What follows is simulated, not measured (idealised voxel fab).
process module | voxel air gaps
Xsec cut, 235 nm wide, square cell size 5 nm.
Cross-section = grid of square cells, listed top down in bands; band = one or more rows. Top, bottom (nm), then materials left to right with widths (nm); lone material tagged "edge to edge" fills the whole band edge to edge; "air" = empty space. Measure heights from 0. That's the level where, below it, the as-received wafer is all one material. The lowest band is bottomless and extends downward; write it as in "0 and below". It should be noted that a width expressed as "30 to 40" varies in equal increments from row to row of cells within the band, taking the value of the first number at the top row and that of the second number at the bottom row. Step note "left unchanged" = no cross-section cell changed. Enclosed voids (no open way to top), threshold 8 cells or more, entry "Enclosed void list", notation width x height at distance, distance from left edge, nm. Where a step's line continues beyond its settings, the continuation is a remark by the simulator itself on that step. On any step carrying a mask, the "overlay nm" setting, if present on the step's line, tells how far right of its planned place the mask lay; negative values point to the left.

This section lists the process steps that were planned
- 1: RECEIVE (material Si)
- 2: CONFORMAL_DEP (material SiO2; thk nm 15)
- 3: CONFORMAL_DEP (material SiCN; thk nm 5)
- 4: DIRECTIONAL_DEP (material SiO2; thk nm 35)
- 5: MASKED_ETCH (tone open; mask id LINES; width nm 25; pitch nm 50; etch materials SiO2; depth nm 35; overlay nm 0)
- 6: CONFORMAL_DEP (material TiN; thk nm 5)
- 7: FILL_DEP (material W; thk nm 10)
- 8: CMP (height nm 55)
- 9: EPI (material Ru; thk nm 10)
- 10: SELECTIVE_ETCH (etch materials SiO2; depth nm 45)
- 11: CONFORMAL_DEP (material SiCN; thk nm 5)

First wafer out of two, processed as planned

Incoming wafer in cross-section (state: after step 1)
> 0 and below: Si edge to edge
> Enclosed void list: none

Once step 2 is through, the wafer looks like this in cross-section
> 15 down to 0: SiO2 edge to edge
> Below a height of 0, the structure has not been altered.

Once step 3 is through, the wafer looks like this in cross-section
> 20 down to 15: SiCN edge to edge
> Below a height of 15, the structure has not been altered.

Once step 4 is through, the wafer looks like this in cross-section
> 55 down to 20: SiO2 edge to edge
> Below a height of 20, the structure has not been altered.

Once step 5 is through, the wafer looks like this in cross-section
> 55 down to 20: SiO2: 55 | air: 25 | SiO2: 25 | air: 25 | SiO2: 25 | air: 25 | SiO2: 55
> Below a height of 20, the structure has not been altered.

Once step 6 is through, the wafer looks like this in cross-section
> 60 down to 55: TiN: 60 | air: 15 | TiN: 35 | air: 15 | TiN: 35 | air: 15 | TiN: 60
> 55 down to 25: SiO2: 55 | TiN: 5 | air: 15 | TiN: 5 | SiO2: 25 | TiN: 5 | air: 15 | TiN: 5 | SiO2: 25 | TiN: 5 | air: 15 | TiN: 5 | SiO2: 55
> 25 down to 20: SiO2: 55 | TiN: 25 | SiO2: 25 | TiN: 25 | SiO2: 25 | TiN: 25 | SiO2: 55
> Below a height of 20, the structure has not been altered.

Once step 7 is through, the wafer looks like this in cross-section
> 70 down to 60: W edge to edge
> 60 down to 55: TiN: 60 | W: 15 | TiN: 35 | W: 15 | TiN: 35 | W: 15 | TiN: 60
> 55 down to 25: SiO2: 55 | TiN: 5 | W: 15 | TiN: 5 | SiO2: 25 | TiN: 5 | W: 15 | TiN: 5 | SiO2: 25 | TiN: 5 | W: 15 | TiN: 5 | SiO2: 55
> Below a height of 25, the structure has not been altered.

Once step 8 is through, the wafer looks like this in cross-section
> 55 down to 25: SiO2: 55 | TiN: 5 | W: 15 | TiN: 5 | SiO2: 25 | TiN: 5 | W: 15 | TiN: 5 | SiO2: 25 | TiN: 5 | W: 15 | TiN: 5 | SiO2: 55
> Below a height of 25, the structure has not been altered.

Once step 9 is through, the wafer looks like this in cross-section
> 65 down to 55: air: 45 | Ru: 45 | air: 5 | Ru: 45 | air: 5 | Ru: 45 | air: 45
> Below a height of 55, the structure has not been altered.

Once step 10 is through, the wafer looks like this in cross-section
> 65 down to 55: air: 45 | Ru: 45 | air: 5 | Ru: 45 | air: 5 | Ru: 45 | air: 45
> 55 down to 25: air: 55 | TiN: 5 | W: 15 | TiN: 5 | air: 25 | TiN: 5 | W: 15 | TiN: 5 | air: 25 | TiN: 5 | W: 15 | TiN: 5 | air: 55
> 25 down to 20: air: 55 | TiN: 25 | air: 25 | TiN: 25 | air: 25 | TiN: 25 | air: 55
> Below a height of 20, the structure has not been altered.

Once step 11 is through, the wafer looks like this in cross-section
> 70 down to 65: air: 40 | SiCN: 155 | air: 40
> 65 down to 55: air: 40 | SiCN: 5 | Ru: 45 | SiCN: 5 | Ru: 45 | SiCN: 5 | Ru: 45 | SiCN: 5 | air: 40
> 55 down to 50: air: 40 | SiCN: 15 | TiN: 5 | W: 15 | TiN: 5 | SiCN: 25 | TiN: 5 | W: 15 | TiN: 5 | SiCN: 25 | TiN: 5 | W: 15 | TiN: 5 | SiCN: 15 | air: 40
> 50 down to 25: air: 50 | SiCN: 5 | TiN: 5 | W: 15 | TiN: 5 | SiCN: 5 | air: 15 | SiCN: 5 | TiN: 5 | W: 15 | TiN: 5 | SiCN: 5 | air: 15 | SiCN: 5 | TiN: 5 | W: 15 | TiN: 5 | SiCN: 5 | air: 50
> 25 down to 20: SiCN: 55 | TiN: 25 | SiCN: 25 | TiN: 25 | SiCN: 25 | TiN: 25 | SiCN: 55
> Below a height of 20, the structure has not been altered.
> Enclosed void list: 15 x 25 at 85; 15 x 25 at 135

The second wafer: identical to the first at the outset and in its planned sequence, differing only in that one mistake was made during processing; up to and including step 7, its path is the first wafer's path

Planned end of step 8: second wafer, cross-section
> 65 down to 60: W edge to edge
> Below a height of 60, the structure has not been altered.

Planned end of step 9: second wafer, cross-section
> 75 down to 65: Ru edge to edge
> Below a height of 65, the structure has not been altered.

Planned end of step 10: second wafer, cross-section: left unchanged

Planned end of step 11: second wafer, cross-section
> 80 down to 75: SiCN edge to edge
> Below a height of 75, the structure has not been altered.
Diagnosis: step 8: run off-plan, actual operation and settings CMP (height nm 65)
at the end the second wafer has, in cells: Ru: 40 more; SiCN: 70 fewer; SiO2: 224 more; TiN: 38 more; W: 56 more
By the end, 2 closed voids are present in the first wafer and 0 in the second.
